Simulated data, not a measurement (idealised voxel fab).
process module | voxel gate over fins
cross-section cut | 220 nm wide | cells 5 nm
A cross-section is a grid of square cells, given in bands from the top down. A band is one or more rows of cells.
Each band's line starts with the height of the band's top and of its bottom, in nm. Then come its materials from left to right, each with its width in nm. One material with "throughout" fills the band from edge to edge. "air" is empty space.
Height 0 is the level under which the wafer as received is all one material. The lowest band goes on downwards, as in "0 down".
A width such as "30 to 40" changes by the same amount from each row of cells to the next, from the band's top row to its bottom row.
"no change" after a step means that no cell of the cross-section changed.
closed voids: empty space of 8 cells or more with no open way to the top, each as width x height at its distance from the left edge, in nm
after a step's settings: what the simulator itself notes on the step
overlay nm, on a step with a mask: how far to the right of its planned place the mask lay; to the left if negative
plan
1 op RECEIVE | material Si
2 op CONFORMAL_DEP | material SiN | thk nm 10
3 op DIRECTIONAL_DEP | material aC | thk nm 15
4 op PATTERN | tone cover | mask id FINS | material resist | width nm 15 | pitch nm 40 | thk nm 35 | overlay nm 0
5 op DIRECTIONAL_ETCH | etch materials aC | depth nm 15
6 op STRIP | etch materials resist
7 op DIRECTIONAL_ETCH | etch materials SiN | depth nm 10
8 op DIRECTIONAL_ETCH | etch materials Si | depth nm 40
9 op STRIP | etch materials aC
10 op OXIDIZE | depth nm 5
11 op FILL_DEP | material SiO2 | thk nm 5
12 op CMP | height nm 10
13 op SELECTIVE_ETCH | etch materials SiO2 | depth nm 25
14 op STRIP | etch materials SiN
15 op CONFORMAL_DEP | material HfO2 | thk nm 5
16 op CONFORMAL_DEP | material TiN | thk nm 5
17 op CONFORMAL_DEP | material TiAl | thk nm 5
18 op CONFORMAL_DEP | material TiN | thk nm 5
19 op FILL_DEP | material W | thk nm 15
20 op CMP | height nm 30
21 op CONFORMAL_DEP | material SiCN | thk nm 5
first wafer, as planned
as received, after step 1
  0 down: Si throughout
  closed voids: none
after step 2
  10 to 0: SiN throughout
  below 0: unchanged
after step 3
  25 to 10: aC throughout
  below 10: unchanged
after step 4
  60 to 25: air 40 | resist 15 | air 25 | resist 15 | air 25 | resist 15 | air 25 | resist 15 | air 45
  below 25: unchanged
after step 5
  45 to 25: air 40 | resist 15 | air 25 | resist 15 | air 25 | resist 15 | air 25 | resist 15 | air 45
  25 to 10: air 40 | aC 15 | air 25 | aC 15 | air 25 | aC 15 | air 25 | aC 15 | air 45
  below 10: unchanged
after step 6
  25 to 10: air 40 | aC 15 | air 25 | aC 15 | air 25 | aC 15 | air 25 | aC 15 | air 45
  below 10: unchanged
after step 7
  25 to 10: air 40 | aC 15 | air 25 | aC 15 | air 25 | aC 15 | air 25 | aC 15 | air 45
  10 to 0: air 40 | SiN 15 | air 25 | SiN 15 | air 25 | SiN 15 | air 25 | SiN 15 | air 45
  below 0: unchanged
after step 8
  25 to 10: air 40 | aC 15 | air 25 | aC 15 | air 25 | aC 15 | air 25 | aC 15 | air 45
  10 to 0: air 40 | SiN 15 | air 25 | SiN 15 | air 25 | SiN 15 | air 25 | SiN 15 | air 45
  0 to -40: air 40 | Si 15 | air 25 | Si 15 | air 25 | Si 15 | air 25 | Si 15 | air 45
  below -40: unchanged
after step 9
  10 to 0: air 40 | SiN 15 | air 25 | SiN 15 | air 25 | SiN 15 | air 25 | SiN 15 | air 45
  below 0: unchanged
after step 10
  10 to 0: air 40 | SiN 15 | air 25 | SiN 15 | air 25 | SiN 15 | air 25 | SiN 15 | air 45
  0 to -40: air 40 | SiO2 5 | Si 5 | SiO2 5 | air 25 | SiO2 5 | Si 5 | SiO2 5 | air 25 | SiO2 5 | Si 5 | SiO2 5 | air 25 | SiO2 5 | Si 5 | SiO2 5 | air 45
  -40 to -45: SiO2 45 | Si 5 | SiO2 35 | Si 5 | SiO2 35 | Si 5 | SiO2 35 | Si 5 | SiO2 50
  below -45: unchanged
after step 11
  15 to 10: SiO2 throughout
  10 to 0: SiO2 40 | SiN 15 | SiO2 25 | SiN 15 | SiO2 25 | SiN 15 | SiO2 25 | SiN 15 | SiO2 45
  0 to -45: SiO2 45 | Si 5 | SiO2 35 | Si 5 | SiO2 35 | Si 5 | SiO2 35 | Si 5 | SiO2 50
  below -45: unchanged
after step 12
  10 to 0: SiO2 40 | SiN 15 | SiO2 25 | SiN 15 | SiO2 25 | SiN 15 | SiO2 25 | SiN 15 | SiO2 45
  below 0: unchanged
after step 13
  10 to 0: air 40 | SiN 15 | air 25 | SiN 15 | air 25 | SiN 15 | air 25 | SiN 15 | air 45
  0 to -15: air 45 | Si 5 | air 35 | Si 5 | air 35 | Si 5 | air 35 | Si 5 | air 50
  below -15: unchanged
after step 14
  0 to -15: air 45 | Si 5 | air 35 | Si 5 | air 35 | Si 5 | air 35 | Si 5 | air 50
  below -15: unchanged
after step 15
  5 to 0: air 40 | HfO2 15 | air 25 | HfO2 15 | air 25 | HfO2 15 | air 25 | HfO2 15 | air 45
  0 to -10: air 40 | HfO2 5 | Si 5 | HfO2 5 | air 25 | HfO2 5 | Si 5 | HfO2 5 | air 25 | HfO2 5 | Si 5 | HfO2 5 | air 25 | HfO2 5 | Si 5 | HfO2 5 | air 45
  -10 to -15: HfO2 45 | Si 5 | HfO2 35 | Si 5 | HfO2 35 | Si 5 | HfO2 35 | Si 5 | HfO2 50
  below -15: unchanged
after step 16
  10 to 5: air 35 | TiN 25 | air 15 | TiN 25 | air 15 | TiN 25 | air 15 | TiN 25 | air 40
  5 to 0: air 35 | TiN 5 | HfO2 15 | TiN 5 | air 15 | TiN 5 | HfO2 15 | TiN 5 | air 15 | TiN 5 | HfO2 15 | TiN 5 | air 15 | TiN 5 | HfO2 15 | TiN 5 | air 40
  0 to -5: air 35 | TiN 5 | HfO2 5 | Si 5 | HfO2 5 | TiN 5 | air 15 | TiN 5 | HfO2 5 | Si 5 | HfO2 5 | TiN 5 | air 15 | TiN 5 | HfO2 5 | Si 5 | HfO2 5 | TiN 5 | air 15 | TiN 5 | HfO2 5 | Si 5 | HfO2 5 | TiN 5 | air 40
  -5 to -10: TiN 40 | HfO2 5 | Si 5 | HfO2 5 | TiN 25 | HfO2 5 | Si 5 | HfO2 5 | TiN 25 | HfO2 5 | Si 5 | HfO2 5 | TiN 25 | HfO2 5 | Si 5 | HfO2 5 | TiN 45
  below -10: unchanged
after step 17
  15 to 10: air 30 | TiAl 35 | air 5 | TiAl 35 | air 5 | TiAl 35 | air 5 | TiAl 35 | air 35
  10 to 5: air 30 | TiAl 5 | TiN 25 | TiAl 5 | air 5 | TiAl 5 | TiN 25 | TiAl 5 | air 5 | TiAl 5 | TiN 25 | TiAl 5 | air 5 | TiAl 5 | TiN 25 | TiAl 5 | air 35
  5 to 0: air 30 | TiAl 5 | TiN 5 | HfO2 15 | TiN 5 | TiAl 5 | air 5 | TiAl 5 | TiN 5 | HfO2 15 | TiN 5 | TiAl 5 | air 5 | TiAl 5 | TiN 5 | HfO2 15 | TiN 5 | TiAl 5 | air 5 | TiAl 5 | TiN 5 | HfO2 15 | TiN 5 | TiAl 5 | air 35
  0 to -5: TiAl 35 | TiN 5 | HfO2 5 | Si 5 | HfO2 5 | TiN 5 | TiAl 15 | TiN 5 | HfO2 5 | Si 5 | HfO2 5 | TiN 5 | TiAl 15 | TiN 5 | HfO2 5 | Si 5 | HfO2 5 | TiN 5 | TiAl 15 | TiN 5 | HfO2 5 | Si 5 | HfO2 5 | TiN 5 | TiAl 40
  below -5: unchanged
after step 18
  20 to 15: air 25 | TiN 165 | air 30
  15 to 10: air 25 | TiN 5 | TiAl 35 | TiN 5 | TiAl 35 | TiN 5 | TiAl 35 | TiN 5 | TiAl 35 | TiN 5 | air 30
  10 to 5: air 25 | TiN 5 | TiAl 5 | TiN 25 | TiAl 5 | TiN 5 | TiAl 5 | TiN 25 | TiAl 5 | TiN 5 | TiAl 5 | TiN 25 | TiAl 5 | TiN 5 | TiAl 5 | TiN 25 | TiAl 5 | TiN 5 | air 30
  5 to 0: TiN 30 | TiAl 5 | TiN 5 | HfO2 15 | TiN 5 | TiAl 5 | TiN 5 | TiAl 5 | TiN 5 | HfO2 15 | TiN 5 | TiAl 5 | TiN 5 | TiAl 5 | TiN 5 | HfO2 15 | TiN 5 | TiAl 5 | TiN 5 | TiAl 5 | TiN 5 | HfO2 15 | TiN 5 | TiAl 5 | TiN 35
  below 0: unchanged
after step 19
  35 to 20: W throughout
  20 to 15: W 25 | TiN 165 | W 30
  15 to 10: W 25 | TiN 5 | TiAl 35 | TiN 5 | TiAl 35 | TiN 5 | TiAl 35 | TiN 5 | TiAl 35 | TiN 5 | W 30
  10 to 5: W 25 | TiN 5 | TiAl 5 | TiN 25 | TiAl 5 | TiN 5 | TiAl 5 | TiN 25 | TiAl 5 | TiN 5 | TiAl 5 | TiN 25 | TiAl 5 | TiN 5 | TiAl 5 | TiN 25 | TiAl 5 | TiN 5 | W 30
  below 5: unchanged
after step 20
  30 to 20: W throughout
  below 20: unchanged
after step 21
  35 to 30: SiCN throughout
  below 30: unchanged
second wafer: like start, like plan, one mistake. Through step 14 it matches the first wafer
when step 15 should have ended
  5 to 0: air 40 | SiN 15 | air 25 | SiN 15 | air 25 | SiN 15 | air 25 | SiN 15 | air 45
  0 to -10: air 40 | SiN 5 | Si 5 | SiN 5 | air 25 | SiN 5 | Si 5 | SiN 5 | air 25 | SiN 5 | Si 5 | SiN 5 | air 25 | SiN 5 | Si 5 | SiN 5 | air 45
  -10 to -15: SiN 45 | Si 5 | SiN 35 | Si 5 | SiN 35 | Si 5 | SiN 35 | Si 5 | SiN 50
  below -15: unchanged
when step 16 should have ended
  10 to 5: air 35 | TiN 25 | air 15 | TiN 25 | air 15 | TiN 25 | air 15 | TiN 25 | air 40
  5 to 0: air 35 | TiN 5 | SiN 15 | TiN 5 | air 15 | TiN 5 | SiN 15 | TiN 5 | air 15 | TiN 5 | SiN 15 | TiN 5 | air 15 | TiN 5 | SiN 15 | TiN 5 | air 40
  0 to -5: air 35 | TiN 5 | SiN 5 | Si 5 | SiN 5 | TiN 5 | air 15 | TiN 5 | SiN 5 | Si 5 | SiN 5 | TiN 5 | air 15 | TiN 5 | SiN 5 | Si 5 | SiN 5 | TiN 5 | air 15 | TiN 5 | SiN 5 | Si 5 | SiN 5 | TiN 5 | air 40
  -5 to -10: TiN 40 | SiN 5 | Si 5 | SiN 5 | TiN 25 | SiN 5 | Si 5 | SiN 5 | TiN 25 | SiN 5 | Si 5 | SiN 5 | TiN 25 | SiN 5 | Si 5 | SiN 5 | TiN 45
  below -10: unchanged
when step 17 should have ended
  15 to 10: air 30 | TiAl 35 | air 5 | TiAl 35 | air 5 | TiAl 35 | air 5 | TiAl 35 | air 35
  10 to 5: air 30 | TiAl 5 | TiN 25 | TiAl 5 | air 5 | TiAl 5 | TiN 25 | TiAl 5 | air 5 | TiAl 5 | TiN 25 | TiAl 5 | air 5 | TiAl 5 | TiN 25 | TiAl 5 | air 35
  5 to 0: air 30 | TiAl 5 | TiN 5 | SiN 15 | TiN 5 | TiAl 5 | air 5 | TiAl 5 | TiN 5 | SiN 15 | TiN 5 | TiAl 5 | air 5 | TiAl 5 | TiN 5 | SiN 15 | TiN 5 | TiAl 5 | air 5 | TiAl 5 | TiN 5 | SiN 15 | TiN 5 | TiAl 5 | air 35
  0 to -5: TiAl 35 | TiN 5 | SiN 5 | Si 5 | SiN 5 | TiN 5 | TiAl 15 | TiN 5 | SiN 5 | Si 5 | SiN 5 | TiN 5 | TiAl 15 | TiN 5 | SiN 5 | Si 5 | SiN 5 | TiN 5 | TiAl 15 | TiN 5 | SiN 5 | Si 5 | SiN 5 | TiN 5 | TiAl 40
  below -5: unchanged
when step 18 should have ended
  20 to 15: air 25 | TiN 165 | air 30
  15 to 10: air 25 | TiN 5 | TiAl 35 | TiN 5 | TiAl 35 | TiN 5 | TiAl 35 | TiN 5 | TiAl 35 | TiN 5 | air 30
  10 to 5: air 25 | TiN 5 | TiAl 5 | TiN 25 | TiAl 5 | TiN 5 | TiAl 5 | TiN 25 | TiAl 5 | TiN 5 | TiAl 5 | TiN 25 | TiAl 5 | TiN 5 | TiAl 5 | TiN 25 | TiAl 5 | TiN 5 | air 30
  5 to 0: TiN 30 | TiAl 5 | TiN 5 | SiN 15 | TiN 5 | TiAl 5 | TiN 5 | TiAl 5 | TiN 5 | SiN 15 | TiN 5 | TiAl 5 | TiN 5 | TiAl 5 | TiN 5 | SiN 15 | TiN 5 | TiAl 5 | TiN 5 | TiAl 5 | TiN 5 | SiN 15 | TiN 5 | TiAl 5 | TiN 35
  below 0: unchanged
when step 19 should have ended
  35 to 20: W throughout
  20 to 15: W 25 | TiN 165 | W 30
  15 to 10: W 25 | TiN 5 | TiAl 35 | TiN 5 | TiAl 35 | TiN 5 | TiAl 35 | TiN 5 | TiAl 35 | TiN 5 | W 30
  10 to 5: W 25 | TiN 5 | TiAl 5 | TiN 25 | TiAl 5 | TiN 5 | TiAl 5 | TiN 25 | TiAl 5 | TiN 5 | TiAl 5 | TiN 25 | TiAl 5 | TiN 5 | TiAl 5 | TiN 25 | TiAl 5 | TiN 5 | W 30
  below 5: unchanged
when step 20 should have ended
  30 to 20: W throughout
  below 20: unchanged
when step 21 should have ended
  35 to 30: SiCN throughout
  below 30: unchanged
what went wrong: step 15 ran as: op CONFORMAL_DEP | material SiN | thk nm 5
at the end the second wafer has, in cells: 68 fewer of HfO2 | 68 more of SiN
